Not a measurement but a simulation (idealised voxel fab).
process module | voxel wiring stack
The cross-section on display is named cut; it measures 195 nm wide, and its cells are 5 nm squares.
Square cells in a grid make up a cross-section in this document, and the grid is given as bands, listed from the top down, each one or more rows of cells. First you get the band's top height and its bottom height, in nm, and then the materials it's made of, left to right, with each width in nm. If you see a single material with "all across", that one covers the band edge to edge. "air" is empty space. Height is counted from the level 0, under which the received wafer is composed throughout of one material. The lowest of the bands is not closed at the bottom but continues downward, in the notation "0 down". Width "30->40": first value at the band's top row of cells, second value at its bottom row, equal change from row to row. "left unchanged" for a step: no cell of the cross-section changed in that step. Closed empty spaces (no open way to the top) of 8 cells or more are what "Entrapped void list" lists, each as width x height at distance from the left edge, nm for all three. On a step's line, text after the settings is the simulator commenting on that step. overlay nm: on a step with a mask, how far right of its planned place the mask lay; negative means left.
## Below is the list of planned process steps
1 op RECEIVE | material Si
2 op CONFORMAL_DEP | material SiO2 | thk nm 15
3 op DIRECTIONAL_DEP | material TiN | thk nm 5
4 op DIRECTIONAL_DEP | material Ru | thk nm 25
5 op PATTERN | tone cover | mask id METAL_1 | material resist | width nm 30 | pitch nm 45 | thk nm 20 | overlay nm 0
6 op DIRECTIONAL_ETCH | etch materials Ru | depth nm 25
7 op DIRECTIONAL_ETCH | etch materials TiN | depth nm 5
8 op STRIP | etch materials resist
9 op CONFORMAL_DEP | material SiN | thk nm 5
10 op FILL_DEP | material lowk | thk nm 10
11 op CMP | height nm 45
12 op CONFORMAL_DEP | material SiCN | thk nm 5
13 op DIRECTIONAL_DEP | material lowk | thk nm 15
14 op PATTERN | tone open | mask id PLUG_1 | material resist | width nm 15 | pitch nm 90 | thk nm 15 | overlay nm 0
15 op DIRECTIONAL_ETCH | etch materials lowk | depth nm 15
16 op DIRECTIONAL_ETCH | etch materials SiCN | depth nm 5
17 op STRIP | etch materials resist
18 op CONFORMAL_DEP | material TiN | thk nm 5
19 op FILL_DEP | material Cu | thk nm 10
20 op CMP | height nm 65
21 op CONFORMAL_DEP | material SiCN | thk nm 5
22 op DIRECTIONAL_DEP | material SiO2 | thk nm 15
23 op MASKED_ETCH | tone open | mask id METAL_2 | width nm 30 | pitch nm 45 | etch materials SiO2 | depth nm 15 | overlay nm 0
24 op MASKED_ETCH | tone open | mask id METAL_2 | width nm 30 | pitch nm 45 | etch materials SiCN | depth nm 5 | overlay nm 0
25 op CONFORMAL_DEP | material TiN | thk nm 5
26 op FILL_DEP | material W | thk nm 5
27 op CMP | height nm 85
28 op CONFORMAL_DEP | material SiCN | thk nm 5
29 op DIRECTIONAL_DEP | material lowk | thk nm 35
30 op PATTERN | tone open | mask id METAL_3 | material resist | width nm 30 | pitch nm 45 | thk nm 15 | overlay nm 0
31 op DIRECTIONAL_ETCH | etch materials lowk | depth nm 20
32 op STRIP | etch materials resist
33 op PATTERN | tone open | mask id METAL_3_HOLES | material resist | width nm 15 | pitch nm 90 | thk nm 20 | overlay nm 0
34 op DIRECTIONAL_ETCH | etch materials lowk | depth nm 15
35 op DIRECTIONAL_ETCH | etch materials SiCN | depth nm 5
36 op STRIP | etch materials resist
37 op CONFORMAL_DEP | material TiN | thk nm 5
38 op FILL_DEP | material Cu | thk nm 10
39 op CMP | height nm 125
40 op CONFORMAL_DEP | material SiCN | thk nm 5
## First of two wafers, with the run carried out as planned
## This is the cross-section of the wafer as we received it, i.e. after step 1
> 0 down = Si all across
> Entrapped void list: none
## Cross-section of the wafer after step 2
> 15 to 0 = SiO2 all across
> All layers under 0 are left as they were.
## Cross-section of the wafer after step 3
> 20 to 15 = TiN all across
> All layers under 15 are left as they were.
## Cross-section of the wafer after step 4
> 45 to 20 = Ru all across
> All layers under 20 are left as they were.
## Cross-section of the wafer after step 5
> 65 to 45 = air=35, resist=30, air=15, resist=30, air=15, resist=30, air=40
> All layers under 45 are left as they were.
## Cross-section of the wafer after step 6
> 65 to 45 = air=35, resist=30, air=15, resist=30, air=15, resist=30, air=40
> 45 to 20 = air=35, Ru=30, air=15, Ru=30, air=15, Ru=30, air=40
> All layers under 20 are left as they were.
## Cross-section of the wafer after step 7
> 65 to 45 = air=35, resist=30, air=15, resist=30, air=15, resist=30, air=40
> 45 to 20 = air=35, Ru=30, air=15, Ru=30, air=15, Ru=30, air=40
> 20 to 15 = air=35, TiN=30, air=15, TiN=30, air=15, TiN=30, air=40
> All layers under 15 are left as they were.
## Cross-section of the wafer after step 8
> 45 to 20 = air=35, Ru=30, air=15, Ru=30, air=15, Ru=30, air=40
> All layers under 20 are left as they were.
## Cross-section of the wafer after step 9
> 50 to 45 = air=30, SiN=40, air=5, SiN=40, air=5, SiN=40, air=35
> 45 to 20 = air=30, SiN=5, Ru=30, SiN=5, air=5, SiN=5, Ru=30, SiN=5, air=5, SiN=5, Ru=30, SiN=5, air=35
> 20 to 15 = SiN=35, TiN=30, SiN=15, TiN=30, SiN=15, TiN=30, SiN=40
> All layers under 15 are left as they were.
## Cross-section of the wafer after step 10
> 60 to 50 = lowk all across
> 50 to 45 = lowk=30, SiN=40, lowk=5, SiN=40, lowk=5, SiN=40, lowk=35
> 45 to 20 = lowk=30, SiN=5, Ru=30, SiN=5, lowk=5, SiN=5, Ru=30, SiN=5, lowk=5, SiN=5, Ru=30, SiN=5, lowk=35
> All layers under 20 are left as they were.
## Cross-section of the wafer after step 11
> 45 to 20 = lowk=30, SiN=5, Ru=30, SiN=5, lowk=5, SiN=5, Ru=30, SiN=5, lowk=5, SiN=5, Ru=30, SiN=5, lowk=35
> All layers under 20 are left as they were.
## Cross-section of the wafer after step 12
> 50 to 45 = SiCN all across
> All layers under 45 are left as they were.
## Cross-section of the wafer after step 13
> 65 to 50 = lowk all across
> All layers under 50 are left as they were.
## Cross-section of the wafer after step 14
> 80 to 65 = resist=35, air=15, resist=75, air=15, resist=55
> All layers under 65 are left as they were.
## Cross-section of the wafer after step 15
> 80 to 65 = resist=35, air=15, resist=75, air=15, resist=55
> 65 to 50 = lowk=35, air=15, lowk=75, air=15, lowk=55
> All layers under 50 are left as they were.
## Cross-section of the wafer after step 16
> 80 to 65 = resist=35, air=15, resist=75, air=15, resist=55
> 65 to 50 = lowk=35, air=15, lowk=75, air=15, lowk=55
> 50 to 45 = SiCN=35, air=15, SiCN=75, air=15, SiCN=55
> All layers under 45 are left as they were.
## Cross-section of the wafer after step 17
> 65 to 50 = lowk=35, air=15, lowk=75, air=15, lowk=55
> All layers under 50 are left as they were.
## Cross-section of the wafer after step 18
> 70 to 65 = TiN=40, air=5, TiN=85, air=5, TiN=60
> 65 to 50 = lowk=35, TiN=5, air=5, TiN=5, lowk=75, TiN=5, air=5, TiN=5, lowk=55
> 50 to 45 = SiCN=35, TiN=15, SiCN=75, TiN=15, SiCN=55
> All layers under 45 are left as they were.
## Cross-section of the wafer after step 19
> 80 to 70 = Cu all across
> 70 to 65 = TiN=40, Cu=5, TiN=85, Cu=5, TiN=60
> 65 to 50 = lowk=35, TiN=5, Cu=5, TiN=5, lowk=75, TiN=5, Cu=5, TiN=5, lowk=55
> All layers under 50 are left as they were.
## Cross-section of the wafer after step 20
> 65 to 50 = lowk=35, TiN=5, Cu=5, TiN=5, lowk=75, TiN=5, Cu=5, TiN=5, lowk=55
> All layers under 50 are left as they were.
## Cross-section of the wafer after step 21
> 70 to 65 = SiCN all across
> All layers under 65 are left as they were.
## Cross-section of the wafer after step 22
> 85 to 70 = SiO2 all across
> All layers under 70 are left as they were.
## Cross-section of the wafer after step 23
> 85 to 70 = SiO2=35, air=30, SiO2=15, air=30, SiO2=15, air=30, SiO2=40
> All layers under 70 are left as they were.
## Cross-section of the wafer after step 24
> 85 to 70 = SiO2=35, air=30, SiO2=15, air=30, SiO2=15, air=30, SiO2=40
> 70 to 65 = SiCN=35, air=30, SiCN=15, air=30, SiCN=15, air=30, SiCN=40
> All layers under 65 are left as they were.
## Cross-section of the wafer after step 25
> 90 to 85 = TiN=40, air=20, TiN=25, air=20, TiN=25, air=20, TiN=45
> 85 to 70 = SiO2=35, TiN=5, air=20, TiN=5, SiO2=15, TiN=5, air=20, TiN=5, SiO2=15, TiN=5, air=20, TiN=5, SiO2=40
> 70 to 65 = SiCN=35, TiN=30, SiCN=15, TiN=30, SiCN=15, TiN=30, SiCN=40
> All layers under 65 are left as they were.
## Cross-section of the wafer after step 26
> 95 to 90 = W all across
> 90 to 85 = TiN=40, W=20, TiN=25, W=20, TiN=25, W=20, TiN=45
> 85 to 70 = SiO2=35, TiN=5, W=20, TiN=5, SiO2=15, TiN=5, W=20, TiN=5, SiO2=15, TiN=5, W=20, TiN=5, SiO2=40
> All layers under 70 are left as they were.
## Cross-section of the wafer after step 27
> 85 to 70 = SiO2=35, TiN=5, W=20, TiN=5, SiO2=15, TiN=5, W=20, TiN=5, SiO2=15, TiN=5, W=20, TiN=5, SiO2=40
> All layers under 70 are left as they were.
## Cross-section of the wafer after step 28
> 90 to 85 = SiCN all across
> All layers under 85 are left as they were.
## Cross-section of the wafer after step 29
> 125 to 90 = lowk all across
> All layers under 90 are left as they were.
## Cross-section of the wafer after step 30
> 140 to 125 = resist=35, air=30, resist=15, air=30, resist=15, air=30, resist=40
> All layers under 125 are left as they were.
## Cross-section of the wafer after step 31
> 140 to 125 = resist=35, air=30, resist=15, air=30, resist=15, air=30, resist=40
> 125 to 105 = lowk=35, air=30, lowk=15, air=30, lowk=15, air=30, lowk=40
> All layers under 105 are left as they were.
## Cross-section of the wafer after step 32
> 125 to 105 = lowk=35, air=30, lowk=15, air=30, lowk=15, air=30, lowk=40
> All layers under 105 are left as they were.
## Cross-section of the wafer after step 33
> 145 to 125 = resist=35, air=15, resist=75, air=15, resist=55
> 125 to 105 = lowk=35, air=15, resist=15, lowk=15, resist=30, lowk=15, air=15, resist=15, lowk=40
> All layers under 105 are left as they were.
## Cross-section of the wafer after step 34
> 145 to 125 = resist=35, air=15, resist=75, air=15, resist=55
> 125 to 105 = lowk=35, air=15, resist=15, lowk=15, resist=30, lowk=15, air=15, resist=15, lowk=40
> 105 to 90 = lowk=35, air=15, lowk=75, air=15, lowk=55
> All layers under 90 are left as they were.
## Cross-section of the wafer after step 35
> 145 to 125 = resist=35, air=15, resist=75, air=15, resist=55
> 125 to 105 = lowk=35, air=15, resist=15, lowk=15, resist=30, lowk=15, air=15, resist=15, lowk=40
> 105 to 90 = lowk=35, air=15, lowk=75, air=15, lowk=55
> 90 to 85 = SiCN=35, air=15, SiCN=75, air=15, SiCN=55
> All layers under 85 are left as they were.
## Cross-section of the wafer after step 36
> 125 to 105 = lowk=35, air=30, lowk=15, air=30, lowk=15, air=30, lowk=40
> All layers under 105 are left as they were.
## Cross-section of the wafer after step 37
> 130 to 125 = TiN=40, air=20, TiN=25, air=20, TiN=25, air=20, TiN=45
> 125 to 110 = lowk=35, TiN=5, air=20, TiN=5, lowk=15, TiN=5, air=20, TiN=5, lowk=15, TiN=5, air=20, TiN=5, lowk=40
> 110 to 105 = lowk=35, TiN=5, air=5, TiN=20, lowk=15, TiN=30, lowk=15, TiN=5, air=5, TiN=20, lowk=40
> 105 to 90 = lowk=35, TiN=5, air=5, TiN=5, lowk=75, TiN=5, air=5, TiN=5, lowk=55
> 90 to 85 = SiCN=35, TiN=15, SiCN=75, TiN=15, SiCN=55
> All layers under 85 are left as they were.
## Cross-section of the wafer after step 38
> 140 to 130 = Cu all across
> 130 to 125 = TiN=40, Cu=20, TiN=25, Cu=20, TiN=25, Cu=20, TiN=45
> 125 to 110 = lowk=35, TiN=5, Cu=20, TiN=5, lowk=15, TiN=5, Cu=20, TiN=5, lowk=15, TiN=5, Cu=20, TiN=5, lowk=40
> 110 to 105 = lowk=35, TiN=5, Cu=5, TiN=20, lowk=15, TiN=30, lowk=15, TiN=5, Cu=5, TiN=20, lowk=40
> 105 to 90 = lowk=35, TiN=5, Cu=5, TiN=5, lowk=75, TiN=5, Cu=5, TiN=5, lowk=55
> All layers under 90 are left as they were.
## Cross-section of the wafer after step 39
> 125 to 110 = lowk=35, TiN=5, Cu=20, TiN=5, lowk=15, TiN=5, Cu=20, TiN=5, lowk=15, TiN=5, Cu=20, TiN=5, lowk=40
> All layers under 110 are left as they were.
## Cross-section of the wafer after step 40
> 130 to 125 = SiCN all across
> All layers under 125 are left as they were.
## Second wafer - shared start and plan with the first - one error in running - same as the first up to step 11 inclusive
## Second wafer, cross-section, planned end of step 12
> 60 to 45 = lowk all across
> All layers under 45 are left as they were.
## Second wafer, cross-section, planned end of step 13
> 65 to 60 = SiCN all across
> All layers under 60 are left as they were.
## Second wafer, cross-section, planned end of step 14
> 80 to 65 = resist=35, air=15, resist=75, air=15, resist=55
> All layers under 65 are left as they were.
Second wafer, cross-section, planned end of step 15: left unchanged
## Second wafer, cross-section, planned end of step 16
> 80 to 65 = resist=35, air=15, resist=75, air=15, resist=55
> 65 to 60 = SiCN=35, air=15, SiCN=75, air=15, SiCN=55
> All layers under 60 are left as they were.
## Second wafer, cross-section, planned end of step 17
> 65 to 60 = SiCN=35, air=15, SiCN=75, air=15, SiCN=55
> All layers under 60 are left as they were.
## Second wafer, cross-section, planned end of step 18
> 70 to 65 = TiN=40, air=5, TiN=85, air=5, TiN=60
> 65 to 60 = SiCN=35, TiN=15, SiCN=75, TiN=15, SiCN=55
> All layers under 60 are left as they were.
## Second wafer, cross-section, planned end of step 19
> 80 to 70 = Cu all across
> 70 to 65 = TiN=40, Cu=5, TiN=85, Cu=5, TiN=60
> All layers under 65 are left as they were.
## Second wafer, cross-section, planned end of step 20
> 65 to 60 = SiCN=35, TiN=15, SiCN=75, TiN=15, SiCN=55
> All layers under 60 are left as they were.
## Second wafer, cross-section, planned end of step 21
> 70 to 65 = SiCN all across
> All layers under 65 are left as they were.
## Second wafer, cross-section, planned end of step 22
> 85 to 70 = SiO2 all across
> All layers under 70 are left as they were.
## Second wafer, cross-section, planned end of step 23
> 85 to 70 = SiO2=35, air=30, SiO2=15, air=30, SiO2=15, air=30, SiO2=40
> All layers under 70 are left as they were.
## Second wafer, cross-section, planned end of step 24
> 85 to 70 = SiO2=35, air=30, SiO2=15, air=30, SiO2=15, air=30, SiO2=40
> 70 to 65 = SiCN=35, air=30, SiCN=15, air=30, SiCN=15, air=30, SiCN=40
> All layers under 65 are left as they were.
## Second wafer, cross-section, planned end of step 25
> 90 to 85 = TiN=40, air=20, TiN=25, air=20, TiN=25, air=20, TiN=45
> 85 to 70 = SiO2=35, TiN=5, air=20, TiN=5, SiO2=15, TiN=5, air=20, TiN=5, SiO2=15, TiN=5, air=20, TiN=5, SiO2=40
> 70 to 65 = SiCN=35, TiN=30, SiCN=15, TiN=30, SiCN=15, TiN=30, SiCN=40
> All layers under 65 are left as they were.
## Second wafer, cross-section, planned end of step 26
> 95 to 90 = W all across
> 90 to 85 = TiN=40, W=20, TiN=25, W=20, TiN=25, W=20, TiN=45
> 85 to 70 = SiO2=35, TiN=5, W=20, TiN=5, SiO2=15, TiN=5, W=20, TiN=5, SiO2=15, TiN=5, W=20, TiN=5, SiO2=40
> All layers under 70 are left as they were.
## Second wafer, cross-section, planned end of step 27
> 85 to 70 = SiO2=35, TiN=5, W=20, TiN=5, SiO2=15, TiN=5, W=20, TiN=5, SiO2=15, TiN=5, W=20, TiN=5, SiO2=40
> All layers under 70 are left as they were.
## Second wafer, cross-section, planned end of step 28
> 90 to 85 = SiCN all across
> All layers under 85 are left as they were.
## Second wafer, cross-section, planned end of step 29
> 125 to 90 = lowk all across
> All layers under 90 are left as they were.
## Second wafer, cross-section, planned end of step 30
> 140 to 125 = resist=35, air=30, resist=15, air=30, resist=15, air=30, resist=40
> All layers under 125 are left as they were.
## Second wafer, cross-section, planned end of step 31
> 140 to 125 = resist=35, air=30, resist=15, air=30, resist=15, air=30, resist=40
> 125 to 105 = lowk=35, air=30, lowk=15, air=30, lowk=15, air=30, lowk=40
> All layers under 105 are left as they were.
## Second wafer, cross-section, planned end of step 32
> 125 to 105 = lowk=35, air=30, lowk=15, air=30, lowk=15, air=30, lowk=40
> All layers under 105 are left as they were.
## Second wafer, cross-section, planned end of step 33
> 145 to 125 = resist=35, air=15, resist=75, air=15, resist=55
> 125 to 105 = lowk=35, air=15, resist=15, lowk=15, resist=30, lowk=15, air=15, resist=15, lowk=40
> All layers under 105 are left as they were.
## Second wafer, cross-section, planned end of step 34
> 145 to 125 = resist=35, air=15, resist=75, air=15, resist=55
> 125 to 105 = lowk=35, air=15, resist=15, lowk=15, resist=30, lowk=15, air=15, resist=15, lowk=40
> 105 to 90 = lowk=35, air=15, lowk=75, air=15, lowk=55
> All layers under 90 are left as they were.
## Second wafer, cross-section, planned end of step 35
> 145 to 125 = resist=35, air=15, resist=75, air=15, resist=55
> 125 to 105 = lowk=35, air=15, resist=15, lowk=15, resist=30, lowk=15, air=15, resist=15, lowk=40
> 105 to 90 = lowk=35, air=15, lowk=75, air=15, lowk=55
> 90 to 85 = SiCN=35, air=15, SiCN=75, air=15, SiCN=55
> All layers under 85 are left as they were.
## Second wafer, cross-section, planned end of step 36
> 125 to 105 = lowk=35, air=30, lowk=15, air=30, lowk=15, air=30, lowk=40
> All layers under 105 are left as they were.
## Second wafer, cross-section, planned end of step 37
> 130 to 125 = TiN=40, air=20, TiN=25, air=20, TiN=25, air=20, TiN=45
> 125 to 110 = lowk=35, TiN=5, air=20, TiN=5, lowk=15, TiN=5, air=20, TiN=5, lowk=15, TiN=5, air=20, TiN=5, lowk=40
> 110 to 105 = lowk=35, TiN=5, air=5, TiN=20, lowk=15, TiN=30, lowk=15, TiN=5, air=5, TiN=20, lowk=40
> 105 to 90 = lowk=35, TiN=5, air=5, TiN=5, lowk=75, TiN=5, air=5, TiN=5, lowk=55
> 90 to 85 = SiCN=35, TiN=15, SiCN=75, TiN=15, SiCN=55
> All layers under 85 are left as they were.
## Second wafer, cross-section, planned end of step 38
> 140 to 130 = Cu all across
> 130 to 125 = TiN=40, Cu=20, TiN=25, Cu=20, TiN=25, Cu=20, TiN=45
> 125 to 110 = lowk=35, TiN=5, Cu=20, TiN=5, lowk=15, TiN=5, Cu=20, TiN=5, lowk=15, TiN=5, Cu=20, TiN=5, lowk=40
> 110 to 105 = lowk=35, TiN=5, Cu=5, TiN=20, lowk=15, TiN=30, lowk=15, TiN=5, Cu=5, TiN=20, lowk=40
> 105 to 90 = lowk=35, TiN=5, Cu=5, TiN=5, lowk=75, TiN=5, Cu=5, TiN=5, lowk=55
> All layers under 90 are left as they were.
## Second wafer, cross-section, planned end of step 39
> 125 to 110 = lowk=35, TiN=5, Cu=20, TiN=5, lowk=15, TiN=5, Cu=20, TiN=5, lowk=15, TiN=5, Cu=20, TiN=5, lowk=40
> All layers under 110 are left as they were.
## Second wafer, cross-section, planned end of step 40
> 130 to 125 = SiCN all across
> All layers under 125 are left as they were.
What broke from the plan during processing? ran 12 and 13 in swapped order versus the plan
Looking at both finished wafers in cells, the second ends up ahead of or behind the first on some materials: -6 Cu; -12 TiN; +18 lowk
